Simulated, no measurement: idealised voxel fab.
This is a process module. Its name is voxel transistor to metal.
In the cross-section labelled cut, the width is 285 nm and each square cell is 5 nm.
Heads up, the way a cross-section reads in here is a grid of square cells, handed over as bands from the top down, with every band being one or more rows of cells. Basically the band line says how high the top is and how high the bottom is, in nm, and then what's in it from left to right, every material with its width in nm. Empty space shows up as "empty", and if a single material carries "all across" it runs the full band edge to edge. The reference from which all heights are counted is 0, the level beneath which the as-received wafer is entirely one material; the lowest band, having no lower bound, proceeds downward and is written after the example "0..down". The notation "30->40" denotes a width that varies across the rows of cells in the band, beginning at the first number in the top row, finishing at the second number in the bottom row, and changing by an identical amount from each row to the next. No cell of the cross-section changed in a step that is given as "no change". Closed-off voids of 8+ cells (no open route to the top) go in "Enclosed internal cavities", written width x height at distance from the left edge, in nm. The remark found on a step's line after its settings is issued by the simulator itself and pertains to that step. overlay nm: right-of-plan distance of the mask on a masked step; negative values mean left-of-plan. So the way this works: pairs, before and after one process step. The after picture only goes down to the lowest band that actually changed, nothing below. Step and its settings are under each pair. And watch out, pairs might come from different runs of this module, same starting wafer though, so a pair only follows on from the one above if its "Prior to step" entry tells you so.
PRIOR TO STEP
* 120..85: lowk (25), then empty (15), then lowk (120), then empty (15), then lowk (110)
* 85..80: SiCN all across
* 80..60: SiO2 (25), then TiN (5), then Cu (5), then TiN (5), then SiO2 (65), then TiN (5), then Cu (5), then TiN (5), then SiO2 (40), then TiN (5), then Cu (5), then TiN (5), then SiO2 (65), then TiN (5), then Cu (5), then TiN (5), then SiO2 (30)
* 60..55: SiCN (25), then TiN (15), then SiCN (65), then TiN (15), then SiCN (40), then TiN (15), then SiCN (65), then TiN (15), then SiCN (30)
* 55..45: SiO2 (25), then TiN (5), then W (5), then TiN (5), then SiO2 (65), then TiN (5), then W (5), then TiN (5), then SiO2 (40), then TiN (5), then W (5), then TiN (5), then SiO2 (65), then TiN (5), then W (5), then TiN (5), then SiO2 (30)
* 45..30: SiO2 (25), then TiN (5), then W (5), then TiN (5), then SiO2 (10), then SiN (5), then SiO2 (5), then SiCN (25), then SiO2 (5), then SiN (5), then SiO2 (10), then TiN (5), then W (5), then TiN (5), then SiO2 (40), then TiN (5), then W (5), then TiN (5), then SiO2 (10), then SiN (5), then SiO2 (5), then SiCN (25), then SiO2 (5), then SiN (5), then SiO2 (10), then TiN (5), then W (5), then TiN (5), then SiO2 (30)
* 30..15: SiO2 (25), then TiN (5), then W (5), then TiN (5), then SiO2 (10), then SiN (5), then SiO2 (5), then polySi (25), then SiO2 (5), then SiN (5), then SiO2 (10), then TiN (5), then W (5), then TiN (5), then SiO2 (40), then TiN (5), then W (5), then TiN (5), then SiO2 (10), then SiN (5), then SiO2 (5), then polySi (25), then SiO2 (5), then SiN (5), then SiO2 (10), then TiN (5), then W (5), then TiN (5), then SiO2 (30)
* 15..10: SiO2 (25), then TiN (15), then SiO2 (10), then SiN (5), then SiO2 (5), then polySi (25), then SiO2 (5), then SiN (5), then SiO2 (10), then TiN (15), then SiO2 (40), then TiN (15), then SiO2 (10), then SiN (5), then SiO2 (5), then polySi (25), then SiO2 (5), then SiN (5), then SiO2 (10), then TiN (15), then SiO2 (30)
* 10..0: SiO2 (25), then TiN (10), then pSi (15), then SiN (5), then SiO2 (5), then polySi (25), then SiO2 (5), then SiN (5), then pSi (15), then TiN (10), then SiO2 (40), then TiN (10), then pSi (15), then SiN (5), then SiO2 (5), then polySi (25), then SiO2 (5), then SiN (5), then pSi (15), then TiN (10), then SiO2 (30)
* 0..-5: SiO2 (10), then pSi (40), then SiO2 (45), then pSi (40), then SiO2 (10), then pSi (40), then SiO2 (45), then pSi (40), then SiO2 (15)
* -5..-15: SiO2 (15), then pSi (35), then Si (45), then pSi (35), then SiO2 (20), then pSi (35), then Si (45), then pSi (35), then SiO2 (20)
* -15..-20: SiO2 (15), then Si (115), then SiO2 (20), then Si (115), then SiO2 (20)
* -20..down: Si all across
* Enclosed internal cavities: none
POST-STEP APPEARANCE
* 120..85: lowk (25), then empty (15), then lowk (120), then empty (15), then lowk (110)
* 85..80: SiCN (25), then empty (15), then SiCN (120), then empty (15), then SiCN (110)
* Everything below 80 is unchanged.
* Enclosed internal cavities: none
Step applied between the pre-step and post-step cross-sections shown above: MASKED_ETCH [tone open] [mask id METAL_2_HOLES] [width nm 15] [pitch nm 135] [etch materials SiCN] [depth nm 5] [overlay nm 0]
Prior to step: For the state before this step, see the after cross-section of the pair located directly above.
POST-STEP APPEARANCE
* 125..120: TiN (30), then empty (5), then TiN (130), then empty (5), then TiN (115)
* 120..85: lowk (25), then TiN (5), then empty (5), then TiN (5), then lowk (120), then TiN (5), then empty (5), then TiN (5), then lowk (110)
* 85..80: SiCN (25), then TiN (15), then SiCN (120), then TiN (15), then SiCN (110)
* Everything below 80 is unchanged.
* Enclosed internal cavities: none
Step applied between the pre-step and post-step cross-sections shown above: CONFORMAL_DEP [material TiN] [thk nm 5]
Prior to step: For the state before this step, see the after cross-section of the pair located directly above.
POST-STEP APPEARANCE
* 130..125: Ru all across
* 125..120: TiN (30), then Ru (5), then TiN (130), then Ru (5), then TiN (115)
* 120..85: lowk (25), then TiN (5), then Ru (5), then TiN (5), then lowk (120), then TiN (5), then Ru (5), then TiN (5), then lowk (110)
* Everything below 85 is unchanged.
* Enclosed internal cavities: none
Step applied between the pre-step and post-step cross-sections shown above: FILL_DEP [material Ru] [thk nm 5]
Prior to step: For the state before this step, see the after cross-section of the pair located directly above.
POST-STEP APPEARANCE
* 120..85: lowk (25), then TiN (5), then Ru (5), then TiN (5), then lowk (120), then TiN (5), then Ru (5), then TiN (5), then lowk (110)
* Everything below 85 is unchanged.
* Enclosed internal cavities: none
Step applied between the pre-step and post-step cross-sections shown above: CMP [height nm 120]
Prior to step: For the state before this step, see the after cross-section of the pair located directly above.
POST-STEP APPEARANCE
* 125..120: SiN all across
* Everything below 120 is unchanged.
* Enclosed internal cavities: none
Step applied between the pre-step and post-step cross-sections shown above: CONFORMAL_DEP [material SiN] [thk nm 5]
PRIOR TO STEP
* 0..down: Si all across
* Enclosed internal cavities: none
POST-STEP APPEARANCE
* 10..0: SiN all across
* Everything below 0 is unchanged.
* Enclosed internal cavities: none
Step applied between the pre-step and post-step cross-sections shown above: CONFORMAL_DEP [material SiN] [thk nm 10]
Prior to step: For the state before this step, see the after cross-section of the pair located directly above.
POST-STEP APPEARANCE
* 30..10: empty (15), then resist (115), then empty (20), then resist (115), then empty (20)
* Everything below 10 is unchanged.
* Enclosed internal cavities: none
Step applied between the pre-step and post-step cross-sections shown above: PATTERN [tone cover] [mask id ACTIVE] [material resist] [width nm 115] [pitch nm 135] [thk nm 20] [overlay nm 0]
Prior to step: For the state before this step, see the after cross-section of the pair located directly above.
POST-STEP APPEARANCE
* 30..10: empty (15), then resist (115), then empty (20), then resist (115), then empty (20)
* 10..0: empty (15), then SiN (115), then empty (20), then SiN (115), then empty (20)
* Everything below 0 is unchanged.
* Enclosed internal cavities: none
Step applied between the pre-step and post-step cross-sections shown above: DIRECTIONAL_ETCH [etch materials SiN] [depth nm 10]
Prior to step: For the state before this step, see the after cross-section of the pair located directly above.
POST-STEP APPEARANCE
* 30..10: empty (15), then resist (115), then empty (20), then resist (115), then empty (20)
* 10..0: empty (15), then SiN (115), then empty (20), then SiN (115), then empty (20)
* 0..-20: empty (15), then Si (115), then empty (20), then Si (115), then empty (20)
* Everything below -20 is unchanged.
* Enclosed internal cavities: none
Step applied between the pre-step and post-step cross-sections shown above: DIRECTIONAL_ETCH [etch materials Si] [depth nm 20]
Prior to step: For the state before this step, see the after cross-section of the pair located directly above.
POST-STEP APPEARANCE
* 10..0: empty (15), then SiN (115), then empty (20), then SiN (115), then empty (20)
* Everything below 0 is unchanged.
* Enclosed internal cavities: none
Step applied between the pre-step and post-step cross-sections shown above: STRIP [etch materials resist]
Prior to step: For the state before this step, see the after cross-section of the pair located directly above.
POST-STEP APPEARANCE
* 15..10: SiO2 all across
* 10..0: SiO2 (15), then SiN (115), then SiO2 (20), then SiN (115), then SiO2 (20)
* 0..-20: SiO2 (15), then Si (115), then SiO2 (20), then Si (115), then SiO2 (20)
* Everything below -20 is unchanged.
* Enclosed internal cavities: none
Step applied between the pre-step and post-step cross-sections shown above: FILL_DEP [material SiO2] [thk nm 5]
Prior to step: For the state before this step, see the after cross-section of the pair located directly above.
POST-STEP APPEARANCE
* 10..5: empty (15), then SiN (115), then empty (20), then SiN (115), then empty (20)
* Everything below 5 is unchanged.
* Enclosed internal cavities: none
Step applied between the pre-step and post-step cross-sections shown above: SELECTIVE_ETCH [etch materials SiO2] [depth nm 10]
Prior to step: For the state before this step, see the after cross-section of the pair located directly above.
POST-STEP APPEARANCE
* 5..0: SiO2 (15), then empty (115), then SiO2 (20), then empty (115), then SiO2 (20)
* Everything below 0 is unchanged.
* Enclosed internal cavities: none
Step applied between the pre-step and post-step cross-sections shown above: STRIP [etch materials SiN]
Prior to step: For the state before this step, see the after cross-section of the pair located directly above.
POST-STEP APPEARANCE
* 0..-5: SiO2 (10), then empty (5), then Si (115), then empty (5), then SiO2 (10), then empty (5), then Si (115), then empty (5), then SiO2 (15)
* Everything below -5 is unchanged.
* Enclosed internal cavities: none
Step applied between the pre-step and post-step cross-sections shown above: SELECTIVE_ETCH [etch materials SiO2] [depth nm 5]
Prior to step: For the state before this step, see the after cross-section of the pair located directly above.
POST-STEP APPEARANCE
* 0..-5: SiO2 (10), then empty (5), then SiO2 (115), then empty (5), then SiO2 (10), then empty (5), then SiO2 (115), then empty (5), then SiO2 (15)
* -5..-10: SiO2 (20), then Si (105), then SiO2 (30), then Si (105), then SiO2 (25)
* Everything below -10 is unchanged.
* Enclosed internal cavities: none
Step applied between the pre-step and post-step cross-sections shown above: OXIDIZE [depth nm 5]
Prior to step: For the state before this step, see the after cross-section of the pair located directly above.
POST-STEP APPEARANCE
* 30..25: polySi (10), then empty (5), then polySi (115), then empty (5), then polySi (10), then empty (5), then polySi (115), then empty (5), then polySi (15)
* 25..0: polySi all across
* 0..-5: SiO2 (10), then polySi (5), then SiO2 (115), then polySi (5), then SiO2 (10), then polySi (5), then SiO2 (115), then polySi (5), then SiO2 (15)
* Everything below -5 is unchanged.
* Enclosed internal cavities: none
Step applied between the pre-step and post-step cross-sections shown above: DIRECTIONAL_DEP [material polySi] [thk nm 30]
Prior to step: For the state before this step, see the after cross-section of the pair located directly above.
POST-STEP APPEARANCE
* 45..40: SiCN (10), then empty (5), then SiCN (115), then empty (5), then SiCN (10), then empty (5), then SiCN (115), then empty (5), then SiCN (15)
* 40..30: SiCN all across
* 30..25: polySi (10), then SiCN (5), then polySi (115), then SiCN (5), then polySi (10), then SiCN (5), then polySi (115), then SiCN (5), then polySi (15)
* Everything below 25 is unchanged.
* Enclosed internal cavities: none
Step applied between the pre-step and post-step cross-sections shown above: DIRECTIONAL_DEP [material SiCN] [thk nm 15]
Prior to step: For the state before this step, see the after cross-section of the pair located directly above.
POST-STEP APPEARANCE
* 65..45: empty (60), then resist (25), then empty (110), then resist (25), then empty (65)
* Everything below 45 is unchanged.
* Enclosed internal cavities: none
Step applied between the pre-step and post-step cross-sections shown above: PATTERN [tone cover] [mask id GATE] [material resist] [width nm 25] [pitch nm 135] [thk nm 20] [overlay nm 0]
Prior to step: For the state before this step, see the after cross-section of the pair located directly above.
POST-STEP APPEARANCE
* 65..45: empty (60), then resist (25), then empty (110), then resist (25), then empty (65)
* 45..30: empty (60), then SiCN (25), then empty (110), then SiCN (25), then empty (65)
* 30..25: polySi (10), then empty (5), then polySi (115), then empty (5), then polySi (10), then empty (5), then polySi (115), then empty (5), then polySi (15)
* Everything below 25 is unchanged.
* Enclosed internal cavities: none
Step applied between the pre-step and post-step cross-sections shown above: DIRECTIONAL_ETCH [etch materials SiCN] [depth nm 25]
Prior to step: For the state before this step, see the after cross-section of the pair located directly above.
POST-STEP APPEARANCE
* 65..45: empty (60), then resist (25), then empty (110), then resist (25), then empty (65)
* 45..30: empty (60), then SiCN (25), then empty (110), then SiCN (25), then empty (65)
* 30..0: empty (60), then polySi (25), then empty (110), then polySi (25), then empty (65)
* 0..-5: SiO2 (10), then empty (5), then SiO2 (115), then empty (5), then SiO2 (10), then empty (5), then SiO2 (115), then empty (5), then SiO2 (15)
* Everything below -5 is unchanged.
* Enclosed internal cavities: none
Step applied between the pre-step and post-step cross-sections shown above: DIRECTIONAL_ETCH [etch materials polySi] [depth nm 40]
Prior to step: For the state before this step, see the after cross-section of the pair located directly above.
POST-STEP APPEARANCE
* 45..30: empty (60), then SiCN (25), then empty (110), then SiCN (25), then empty (65)
* Everything below 30 is unchanged.
* Enclosed internal cavities: none
Step applied between the pre-step and post-step cross-sections shown above: STRIP [etch materials resist]
Prior to step: For the state before this step, see the after cross-section of the pair located directly above.
POST-STEP APPEARANCE
* 50..45: empty (55), then SiO2 (35), then empty (100), then SiO2 (35), then empty (60)
* 45..30: empty (55), then SiO2 (5), then SiCN (25), then SiO2 (5), then empty (100), then SiO2 (5), then SiCN (25), then SiO2 (5), then empty (60)
* 30..5: empty (55), then SiO2 (5), then polySi (25), then SiO2 (5), then empty (100), then SiO2 (5), then polySi (25), then SiO2 (5), then empty (60)
* 5..0: SiO2 (60), then polySi (25), then SiO2 (110), then polySi (25), then SiO2 (65)
* 0..-5: SiO2 all across
* Everything below -5 is unchanged.
* Enclosed internal cavities: none
Step applied between the pre-step and post-step cross-sections shown above: CONFORMAL_DEP [material SiO2] [thk nm 5]
Prior to step: For the state before this step, see the after cross-section of the pair located directly above.
POST-STEP APPEARANCE
* 45..30: empty (55), then SiO2 (5), then SiCN (25), then SiO2 (5), then empty (100), then SiO2 (5), then SiCN (25), then SiO2 (5), then empty (60)
* 30..0: empty (55), then SiO2 (5), then polySi (25), then SiO2 (5), then empty (100), then SiO2 (5), then polySi (25), then SiO2 (5), then empty (60)
* Everything below 0 is unchanged.
* Enclosed internal cavities: none
Step applied between the pre-step and post-step cross-sections shown above: DIRECTIONAL_ETCH [etch materials SiO2] [depth nm 5]
Prior to step: For the state before this step, see the after cross-section of the pair located directly above.
POST-STEP APPEARANCE
* 50..45: empty (50), then SiN (45), then empty (90), then SiN (45), then empty (55)
* 45..30: empty (50), then SiN (5), then SiO2 (5), then SiCN (25), then SiO2 (5), then SiN (5), then empty (90), then SiN (5), then SiO2 (5), then SiCN (25), then SiO2 (5), then SiN (5), then empty (55)
* 30..5: empty (50), then SiN (5), then SiO2 (5), then polySi (25), then SiO2 (5), then SiN (5), then empty (90), then SiN (5), then SiO2 (5), then polySi (25), then SiO2 (5), then SiN (5), then empty (55)
* 5..0: SiN (55), then SiO2 (5), then polySi (25), then SiO2 (5), then SiN (100), then SiO2 (5), then polySi (25), then SiO2 (5), then SiN (60)
* Everything below 0 is unchanged.
* Enclosed internal cavities: none
Step applied between the pre-step and post-step cross-sections shown above: CONFORMAL_DEP [material SiN] [thk nm 5]
Prior to step: For the state before this step, see the after cross-section of the pair located directly above.
POST-STEP APPEARANCE
* 45..30: empty (50), then SiN (5), then SiO2 (5), then SiCN (25), then SiO2 (5), then SiN (5), then empty (90), then SiN (5), then SiO2 (5), then SiCN (25), then SiO2 (5), then SiN (5), then empty (55)
* 30..0: empty (50), then SiN (5), then SiO2 (5), then polySi (25), then SiO2 (5), then SiN (5), then empty (90), then SiN (5), then SiO2 (5), then polySi (25), then SiO2 (5), then SiN (5), then empty (55)
* Everything below 0 is unchanged.
* Enclosed internal cavities: none
Step applied between the pre-step and post-step cross-sections shown above: DIRECTIONAL_ETCH [etch materials SiN] [depth nm 5]
Prior to step: For the state before this step, see the after cross-section of the pair located directly above.
POST-STEP APPEARANCE
* 45..40: empty (50), then SiN (5), then empty (5), then SiCN (25), then empty (5), then SiN (5), then empty (90), then SiN (5), then empty (5), then SiCN (25), then empty (5), then SiN (5), then empty (55)
* 40..30: empty (50), then SiN (5), then SiO2 (5), then SiCN (25), then SiO2 (5), then SiN (5), then empty (90), then SiN (5), then SiO2 (5), then SiCN (25), then SiO2 (5), then SiN (5), then empty (55)
* 30..0: empty (50), then SiN (5), then SiO2 (5), then polySi (25), then SiO2 (5), then SiN (5), then empty (90), then SiN (5), then SiO2 (5), then polySi (25), then SiO2 (5), then SiN (5), then empty (55)
* 0..-5: empty (50), then SiO2 (45), then empty (90), then SiO2 (45), then empty (55)
* Everything below -5 is unchanged.
* Enclosed internal cavities: none
Step applied between the pre-step and post-step cross-sections shown above: DIRECTIONAL_ETCH [etch materials SiO2] [depth nm 5]
Prior to step: For the state before this step, see the after cross-section of the pair located directly above.
POST-STEP APPEARANCE
* 45..40: empty (50), then SiN (5), then empty (5), then SiCN (25), then empty (5), then SiN (5), then empty (90), then SiN (5), then empty (5), then SiCN (25), then empty (5), then SiN (5), then empty (55)
* 40..30: empty (50), then SiN (5), then SiO2 (5), then SiCN (25), then SiO2 (5), then SiN (5), then empty (90), then SiN (5), then SiO2 (5), then SiCN (25), then SiO2 (5), then SiN (5), then empty (55)
* 30..0: empty (50), then SiN (5), then SiO2 (5), then polySi (25), then SiO2 (5), then SiN (5), then empty (90), then SiN (5), then SiO2 (5), then polySi (25), then SiO2 (5), then SiN (5), then empty (55)
* 0..-5: empty (50), then SiO2 (45), then empty (90), then SiO2 (45), then empty (55)
* -5..-10: SiO2 (20), then empty (30), then Si (45), then empty (30), then SiO2 (30), then empty (30), then Si (45), then empty (30), then SiO2 (25)
* -10..-15: SiO2 (15), then Si (5), then empty (30), then Si (45), then empty (30), then Si (5), then SiO2 (20), then Si (5), then empty (30), then Si (45), then empty (30), then Si (5), then SiO2 (20)
* Everything below -15 is unchanged.
* Enclosed internal cavities: none
Step applied between the pre-step and post-step cross-sections shown above: DIRECTIONAL_ETCH [etch materials Si] [depth nm 10]
Prior to step: For the state before this step, see the after cross-section of the pair located directly above.
POST-STEP APPEARANCE
* 45..40: empty (50), then SiN (5), then empty (5), then SiCN (25), then empty (5), then SiN (5), then empty (90), then SiN (5), then empty (5), then SiCN (25), then empty (5), then SiN (5), then empty (55)
* 40..30: empty (50), then SiN (5), then SiO2 (5), then SiCN (25), then SiO2 (5), then SiN (5), then empty (90), then SiN (5), then SiO2 (5), then SiCN (25), then SiO2 (5), then SiN (5), then empty (55)
* 30..10: empty (50), then SiN (5), then SiO2 (5), then polySi (25), then SiO2 (5), then SiN (5), then empty (90), then SiN (5), then SiO2 (5), then polySi (25), then SiO2 (5), then SiN (5), then empty (55)
* 10..0: empty (35->10), then pSi (15->40), then SiN (5), then SiO2 (5), then polySi (25), then SiO2 (5), then SiN (5), then pSi (15->40), then empty (60->10), then pSi (15->40), then SiN (5), then SiO2 (5), then polySi (25), then SiO2 (5), then SiN (5), then pSi (15->40), then empty (40->15)
* 0..-5: empty (10), then pSi (40), then SiO2 (45), then pSi (40), then empty (10), then pSi (40), then SiO2 (45), then pSi (40), then empty (15)
* -5..-10: SiO2 (20), then pSi (30), then Si (45), then pSi (30), then SiO2 (30), then pSi (30), then Si (45), then pSi (30), then SiO2 (25)
* -10..-15: SiO2 (15), then Si (5), then pSi (30), then Si (45), then pSi (30), then Si (5), then SiO2 (20), then Si (5), then pSi (30), then Si (45), then pSi (30), then Si (5), then SiO2 (20)
* Everything below -15 is unchanged.
* Enclosed internal cavities: none
Step applied between the pre-step and post-step cross-sections shown above: EPI [material pSi] [thk nm 15]
Prior to step: For the state before this step, see the after cross-section of the pair located directly above.
POST-STEP APPEARANCE
* 50..45: SiO2 all across
* 45..30: SiO2 (50), then SiN (5), then SiO2 (5), then SiCN (25), then SiO2 (5), then SiN (5), then SiO2 (90), then SiN (5), then SiO2 (5), then SiCN (25), then SiO2 (5), then SiN (5), then SiO2 (55)
* 30..10: SiO2 (50), then SiN (5), then SiO2 (5), then polySi (25), then SiO2 (5), then SiN (5), then SiO2 (90), then SiN (5), then SiO2 (5), then polySi (25), then SiO2 (5), then SiN (5), then SiO2 (55)
* 10..0: SiO2 (35->10), then pSi (15->40), then SiN (5), then SiO2 (5), then polySi (25), then SiO2 (5), then SiN (5), then pSi (15->40), then SiO2 (60->10), then pSi (15->40), then SiN (5), then SiO2 (5), then polySi (25), then SiO2 (5), then SiN (5), then pSi (15->40), then SiO2 (40->15)
* 0..-5: SiO2 (10), then pSi (40), then SiO2 (45), then pSi (40), then SiO2 (10), then pSi (40), then SiO2 (45), then pSi (40), then SiO2 (15)
* Everything below -5 is unchanged.
* Enclosed internal cavities: none
Step applied between the pre-step and post-step cross-sections shown above: FILL_DEP [material SiO2] [thk nm 5]
Prior to step: For the state before this step, see the after cross-section of the pair located directly above.
POST-STEP APPEARANCE
* 45..30: SiO2 (50), then SiN (5), then SiO2 (5), then SiCN (25), then SiO2 (5), then SiN (5), then SiO2 (90), then SiN (5), then SiO2 (5), then SiCN (25), then SiO2 (5), then SiN (5), then SiO2 (55)
* Everything below 30 is unchanged.
* Enclosed internal cavities: none
Step applied between the pre-step and post-step cross-sections shown above: CMP [height nm 45]
Prior to step: For the state before this step, see the after cross-section of the pair located directly above.
POST-STEP APPEARANCE
* 55..45: SiO2 all across
* Everything below 45 is unchanged.
* Enclosed internal cavities: none
Step applied between the pre-step and post-step cross-sections shown above: DIRECTIONAL_DEP [material SiO2] [thk nm 10]
Prior to step: For the state before this step, see the after cross-section of the pair located directly above.
POST-STEP APPEARANCE
* 70..55: resist (25), then empty (15), then resist (65), then empty (15), then resist (40), then empty (15), then resist (65), then empty (15), then resist (30)
* Everything below 55 is unchanged.
* Enclosed internal cavities: none
Step applied between the pre-step and post-step cross-sections shown above: PATTERN [tone open] [mask id CONTACT] [material resist] [width nm 15] [thk nm 15] [overlay nm 0]
Prior to step: For the state before this step, see the after cross-section of the pair located directly above.
POST-STEP APPEARANCE
* 70..55: resist (25), then empty (15), then resist (65), then empty (15), then resist (40), then empty (15), then resist (65), then empty (15), then resist (30)
* 55..45: SiO2 (25), then empty (15), then SiO2 (65), then empty (15), then SiO2 (40), then empty (15), then SiO2 (65), then empty (15), then SiO2 (30)
* 45..30: SiO2 (25), then empty (15), then SiO2 (10), then SiN (5), then SiO2 (5), then SiCN (25), then SiO2 (5), then SiN (5), then SiO2 (10), then empty (15), then SiO2 (40), then empty (15), then SiO2 (10), then SiN (5), then SiO2 (5), then SiCN (25), then SiO2 (5), then SiN (5), then SiO2 (10), then empty (15), then SiO2 (30)
* 30..10: SiO2 (25), then empty (15), then SiO2 (10), then SiN (5), then SiO2 (5), then polySi (25), then SiO2 (5), then SiN (5), then SiO2 (10), then empty (15), then SiO2 (40), then empty (15), then SiO2 (10), then SiN (5), then SiO2 (5), then polySi (25), then SiO2 (5), then SiN (5), then SiO2 (10), then empty (15), then SiO2 (30)
* 10..5: SiO2 (25), then empty (10), then pSi (15), then SiN (5), then SiO2 (5), then polySi (25), then SiO2 (5), then SiN (5), then pSi (15), then empty (10), then SiO2 (40), then empty (10), then pSi (15), then SiN (5), then SiO2 (5), then polySi (25), then SiO2 (5), then SiN (5), then pSi (15), then empty (10), then SiO2 (30)
* Everything below 5 is unchanged.
* Enclosed internal cavities: none
Step applied between the pre-step and post-step cross-sections shown above: DIRECTIONAL_ETCH [etch materials SiO2] [depth nm 55]
Prior to step: For the state before this step, see the after cross-section of the pair located directly above.
POST-STEP APPEARANCE
* 55..45: SiO2 (25), then empty (15), then SiO2 (65), then empty (15), then SiO2 (40), then empty (15), then SiO2 (65), then empty (15), then SiO2 (30)
* Everything below 45 is unchanged.
* Enclosed internal cavities: none
Step applied between the pre-step and post-step cross-sections shown above: STRIP [etch materials resist]
Prior to step: For the state before this step, see the after cross-section of the pair located directly above.
POST-STEP APPEARANCE
* 60..55: TiN (30), then empty (5), then TiN (75), then empty (5), then TiN (50), then empty (5), then TiN (75), then empty (5), then TiN (35)
* 55..45: SiO2 (25), then TiN (5), then empty (5), then TiN (5), then SiO2 (65), then TiN (5), then empty (5), then TiN (5), then SiO2 (40), then TiN (5), then empty (5), then TiN (5), then SiO2 (65), then TiN (5), then empty (5), then TiN (5), then SiO2 (30)
* 45..30: SiO2 (25), then TiN (5), then empty (5), then TiN (5), then SiO2 (10), then SiN (5), then SiO2 (5), then SiCN (25), then SiO2 (5), then SiN (5), then SiO2 (10), then TiN (5), then empty (5), then TiN (5), then SiO2 (40), then TiN (5), then empty (5), then TiN (5), then SiO2 (10), then SiN (5), then SiO2 (5), then SiCN (25), then SiO2 (5), then SiN (5), then SiO2 (10), then TiN (5), then empty (5), then TiN (5), then SiO2 (30)
* 30..15: SiO2 (25), then TiN (5), then empty (5), then TiN (5), then SiO2 (10), then SiN (5), then SiO2 (5), then polySi (25), then SiO2 (5), then SiN (5), then SiO2 (10), then TiN (5), then empty (5), then TiN (5), then SiO2 (40), then TiN (5), then empty (5), then TiN (5), then SiO2 (10), then SiN (5), then SiO2 (5), then polySi (25), then SiO2 (5), then SiN (5), then SiO2 (10), then TiN (5), then empty (5), then TiN (5), then SiO2 (30)
* 15..10: SiO2 (25), then TiN (15), then SiO2 (10), then SiN (5), then SiO2 (5), then polySi (25), then SiO2 (5), then SiN (5), then SiO2 (10), then TiN (15), then SiO2 (40), then TiN (15), then SiO2 (10), then SiN (5), then SiO2 (5), then polySi (25), then SiO2 (5), then SiN (5), then SiO2 (10), then TiN (15), then SiO2 (30)
* 10..5: SiO2 (25), then TiN (10), then pSi (15), then SiN (5), then SiO2 (5), then polySi (25), then SiO2 (5), then SiN (5), then pSi (15), then TiN (10), then SiO2 (40), then TiN (10), then pSi (15), then SiN (5), then SiO2 (5), then polySi (25), then SiO2 (5), then SiN (5), then pSi (15), then TiN (10), then SiO2 (30)
* Everything below 5 is unchanged.
* Enclosed internal cavities: none
Step applied between the pre-step and post-step cross-sections shown above: CONFORMAL_DEP [material TiN] [thk nm 5]
Prior to step: For the state before this step, see the after cross-section of the pair located directly above.
POST-STEP APPEARANCE
* 70..60: W all across
* 60..55: TiN (30), then W (5), then TiN (75), then W (5), then TiN (50), then W (5), then TiN (75), then W (5), then TiN (35)
* 55..45: SiO2 (25), then TiN (5), then W (5), then TiN (5), then SiO2 (65), then TiN (5), then W (5), then TiN (5), then SiO2 (40), then TiN (5), then W (5), then TiN (5), then SiO2 (65), then TiN (5), then W (5), then TiN (5), then SiO2 (30)
* 45..30: SiO2 (25), then TiN (5), then W (5), then TiN (5), then SiO2 (10), then SiN (5), then SiO2 (5), then SiCN (25), then SiO2 (5), then SiN (5), then SiO2 (10), then TiN (5), then W (5), then TiN (5), then SiO2 (40), then TiN (5), then W (5), then TiN (5), then SiO2 (10), then SiN (5), then SiO2 (5), then SiCN (25), then SiO2 (5), then SiN (5), then SiO2 (10), then TiN (5), then W (5), then TiN (5), then SiO2 (30)
* 30..15: SiO2 (25), then TiN (5), then W (5), then TiN (5), then SiO2 (10), then SiN (5), then SiO2 (5), then polySi (25), then SiO2 (5), then SiN (5), then SiO2 (10), then TiN (5), then W (5), then TiN (5), then SiO2 (40), then TiN (5), then W (5), then TiN (5), then SiO2 (10), then SiN (5), then SiO2 (5), then polySi (25), then SiO2 (5), then SiN (5), then SiO2 (10), then TiN (5), then W (5), then TiN (5), then SiO2 (30)
* Everything below 15 is unchanged.
* Enclosed internal cavities: none
Step applied between the pre-step and post-step cross-sections shown above: FILL_DEP [material W] [thk nm 10]
Prior to step: For the state before this step, see the after cross-section of the pair located directly above.
POST-STEP APPEARANCE
* 55..45: SiO2 (25), then TiN (5), then W (5), then TiN (5), then SiO2 (65), then TiN (5), then W (5), then TiN (5), then SiO2 (40), then TiN (5), then W (5), then TiN (5), then SiO2 (65), then TiN (5), then W (5), then TiN (5), then SiO2 (30)
* Everything below 45 is unchanged.
* Enclosed internal cavities: none
Step applied between the pre-step and post-step cross-sections shown above: CMP [height nm 55]
Prior to step: For the state before this step, see the after cross-section of the pair located directly above.
POST-STEP APPEARANCE
* 60..55: SiCN all across
* Everything below 55 is unchanged.
* Enclosed internal cavities: none
Step applied between the pre-step and post-step cross-sections shown above: CONFORMAL_DEP [material SiCN] [thk nm 5]
Prior to step: For the state before this step, see the after cross-section of the pair located directly above.
POST-STEP APPEARANCE
* 80..60: SiO2 all across
* Everything below 60 is unchanged.
* Enclosed internal cavities: none
Step applied between the pre-step and post-step cross-sections shown above: DIRECTIONAL_DEP [material SiO2] [thk nm 20]
Prior to step: For the state before this step, see the after cross-section of the pair located directly above.
POST-STEP APPEARANCE
* 90..80: aC all across
* Everything below 80 is unchanged.
* Enclosed internal cavities: none
Step applied between the pre-step and post-step cross-sections shown above: DIRECTIONAL_DEP [material aC] [thk nm 10]
Prior to step: For the state before this step, see the after cross-section of the pair located directly above.
POST-STEP APPEARANCE
* 120..90: resist (25), then empty (15), then resist (65), then empty (15), then resist (40), then empty (15), then resist (65), then empty (15), then resist (30)
* Everything below 90 is unchanged.
* Enclosed internal cavities: none
Step applied between the pre-step and post-step cross-sections shown above: PATTERN [tone open] [mask id METAL_1] [material resist] [width nm 15] [thk nm 30] [overlay nm 0]
Prior to step: For the state before this step, see the after cross-section of the pair located directly above.
POST-STEP APPEARANCE
* 110..90: resist (25), then empty (15), then resist (65), then empty (15), then resist (40), then empty (15), then resist (65), then empty (15), then resist (30)
* 90..80: aC (25), then empty (15), then aC (65), then empty (15), then aC (40), then empty (15), then aC (65), then empty (15), then aC (30)
* Everything below 80 is unchanged.
* Enclosed internal cavities: none
Step applied between the pre-step and post-step cross-sections shown above: DIRECTIONAL_ETCH [etch materials aC] [depth nm 10]
Prior to step: For the state before this step, see the after cross-section of the pair located directly above.
POST-STEP APPEARANCE
* 90..80: aC (25), then empty (15), then aC (65), then empty (15), then aC (40), then empty (15), then aC (65), then empty (15), then aC (30)
* Everything below 80 is unchanged.
* Enclosed internal cavities: none
Step applied between the pre-step and post-step cross-sections shown above: STRIP [etch materials resist]
Prior to step: For the state before this step, see the after cross-section of the pair located directly above.
POST-STEP APPEARANCE
* 90..80: aC (25), then empty (15), then aC (65), then empty (15), then aC (40), then empty (15), then aC (65), then empty (15), then aC (30)
* 80..60: SiO2 (25), then empty (15), then SiO2 (65), then empty (15), then SiO2 (40), then empty (15), then SiO2 (65), then empty (15), then SiO2 (30)
* Everything below 60 is unchanged.
* Enclosed internal cavities: none
Step applied between the pre-step and post-step cross-sections shown above: DIRECTIONAL_ETCH [etch materials SiO2] [depth nm 20]
